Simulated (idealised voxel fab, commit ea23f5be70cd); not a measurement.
process module | voxel local oxidation
cross-section cut | 210 nm wide | cells 5 nm
A cross-section is a grid of square cells, given in bands from the top down. A band is one or more rows of cells.
Each band's line starts with the height of the band's top and of its bottom, in nm. Then come its materials from left to right, each with its width in nm. One material with "throughout" fills the band from edge to edge. "air" is empty space.
Height 0 is the level under which the wafer as received is all one material. The lowest band goes on downwards, as in "0 down".
A width such as "30 to 40" changes by the same amount from each row of cells to the next, from the band's top row to its bottom row.
"no change" after a step means that no cell of the cross-section changed.
closed voids: empty space of 8 cells or more with no open way to the top, each as width x height at its distance from the left edge, in nm
after a step's settings: what the simulator itself notes on the step
overlay nm, on a step with a mask: how far to the right of its planned place the mask lay; to the left if negative
plan
1 op RECEIVE | material Si
2 op CONFORMAL_DEP | material SiO2 | thk nm 5
3 op CONFORMAL_DEP | material SiN | thk nm 10
4 op DIRECTIONAL_DEP | material aC | thk nm 10
5 op PATTERN | tone cover | mask id ACTIVE | material resist | width nm 125 | thk nm 25 | overlay nm 0
6 op DIRECTIONAL_ETCH | etch materials aC | depth nm 10
7 op STRIP | etch materials resist
8 op DIRECTIONAL_ETCH | etch materials SiN | depth nm 10
9 op STRIP | etch materials aC
10 op SELECTIVE_ETCH | etch materials SiO2 | depth nm 5
11 op OXIDIZE | depth nm 15
12 op STRIP | etch materials SiN
as received, after step 1
  0 down: Si throughout
  closed voids: none
a wafer at the end: this start, this plan, one mistake
  5 to 0: air 45 | SiO2 115 | air 50
  0 to -20: SiO2 65 | Si 75 | SiO2 70
  -20 down: Si throughout
  closed voids: none
what went wrong: step 11 ran as: op OXIDIZE | depth nm 20
